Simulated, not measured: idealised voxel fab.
process module | voxel wiring stack
cross-section cut | 260 nm wide | cells 5 nm
A cross-section is a grid of square cells, given in bands from the top down. A band is one or more rows of cells.
Each band's line starts with the height of the band's top and of its bottom, in nm. Then come its materials from left to right, each with its width in nm. One material with "throughout" fills the band from edge to edge. "air" is empty space.
Height 0 is the level under which the wafer as received is all one material. The lowest band goes on downwards, as in "0 down".
A width such as "30 to 40" changes by the same amount from each row of cells to the next, from the band's top row to its bottom row.
"no change" after a step means that no cell of the cross-section changed.
closed voids: empty space of 8 cells or more with no open way to the top, each as width x height at its distance from the left edge, in nm
after a step's settings: what the simulator itself notes on the step
overlay nm, on a step with a mask: how far to the right of its planned place the mask lay; to the left if negative
plan
1 op RECEIVE | material Si
2 op CONFORMAL_DEP | material SiO2 | thk nm 15
3 op CONFORMAL_DEP | material SiN | thk nm 5
4 op DIRECTIONAL_DEP | material SiO2 | thk nm 15
5 op PATTERN | tone open | mask id METAL_1 | material resist | width nm 30 | pitch nm 60 | thk nm 15 | overlay nm 0
6 op DIRECTIONAL_ETCH | etch materials SiO2 | depth nm 15
7 op DIRECTIONAL_ETCH | etch materials SiN | depth nm 5
8 op STRIP | etch materials resist
9 op CONFORMAL_DEP | material TiN | thk nm 5
10 op FILL_DEP | material W | thk nm 5
11 op CMP | height nm 35
12 op EPI | material Ru | thk nm 5
13 op FILL_DEP | material SiCN | thk nm 5
14 op DIRECTIONAL_DEP | material lowk | thk nm 30
15 op DIRECTIONAL_DEP | material aC | thk nm 10
16 op PATTERN | tone open | mask id METAL_2 | material resist | width nm 30 | pitch nm 60 | thk nm 25 | overlay nm 0
17 op DIRECTIONAL_ETCH | etch materials aC | depth nm 10
18 op STRIP | etch materials resist
19 op DIRECTIONAL_ETCH | etch materials lowk | depth nm 20
20 op STRIP | etch materials aC
21 op DIRECTIONAL_DEP | material aC | thk nm 15
22 op PATTERN | tone open | mask id METAL_2_HOLES | material resist | width nm 15 | pitch nm 120 | thk nm 30 | overlay nm 0
23 op DIRECTIONAL_ETCH | etch materials aC | depth nm 15
24 op STRIP | etch materials resist
25 op DIRECTIONAL_ETCH | etch materials lowk | depth nm 10
26 op DIRECTIONAL_ETCH | etch materials SiCN | depth nm 5
27 op STRIP | etch materials aC
28 op CONFORMAL_DEP | material TiN | thk nm 5
29 op FILL_DEP | material Cu | thk nm 5
30 op CMP | height nm 75
31 op CONFORMAL_DEP | material SiCN | thk nm 5
32 op DIRECTIONAL_DEP | material lowk | thk nm 15
33 op MASKED_ETCH | tone open | mask id PLUG_2 | width nm 15 | pitch nm 120 | etch materials lowk | depth nm 15 | overlay nm 0
34 op MASKED_ETCH | tone open | mask id PLUG_2 | width nm 15 | pitch nm 120 | etch materials SiCN | depth nm 5 | overlay nm 0
35 op EPI | material Ru | thk nm 10
36 op EPI | material Ru | thk nm 10
37 op DIRECTIONAL_DEP | material TiN | thk nm 5
38 op DIRECTIONAL_DEP | material Ru | thk nm 15
39 op MASKED_ETCH | tone cover | mask id METAL_3 | width nm 30 | pitch nm 60 | etch materials Ru | depth nm 25 | overlay nm 0
40 op MASKED_ETCH | tone cover | mask id METAL_3 | width nm 30 | pitch nm 60 | etch materials TiN | depth nm 5 | overlay nm 0
41 op CONFORMAL_DEP | material SiN | thk nm 5
42 op FILL_DEP | material SiO2 | thk nm 5
43 op CMP | height nm 125
44 op CONFORMAL_DEP | material SiN | thk nm 5
varied across the wafers: thk nm of step 38. The plan shows the first wafer's value. All wafers start alike
first wafer as received, after step 1
  0 down: Si throughout
  closed voids: none
each wafer at the end: cells of each material gained (+) or lost (-) since it was received, then its closed voids
thk nm 15 | +42 Cu | +102 Ru | +120 SiCN | +162 SiN | +422 SiO2 | +102 TiN | +36 W | +366 lowk | closed voids: none
thk nm 20 | +42 Cu | +120 Ru | +120 SiCN | +168 SiN | +398 SiO2 | +102 TiN | +36 W | +366 lowk | closed voids: none
thk nm 25 | +42 Cu | +138 Ru | +120 SiCN | +150 SiN | +398 SiO2 | +102 TiN | +36 W | +366 lowk | closed voids: none
thk nm 30 | +42 Cu | +172 Ru | +120 SiCN | +138 SiN | +342 SiO2 | +136 TiN | +36 W | +366 lowk | closed voids: none
thk nm 35 | +42 Cu | +206 Ru | +120 SiCN | +132 SiN | +314 SiO2 | +136 TiN | +36 W | +366 lowk | closed voids: none
thk nm 40 | +42 Cu | +240 Ru | +120 SiCN | +126 SiN | +286 SiO2 | +136 TiN | +36 W | +366 lowk | closed voids: none
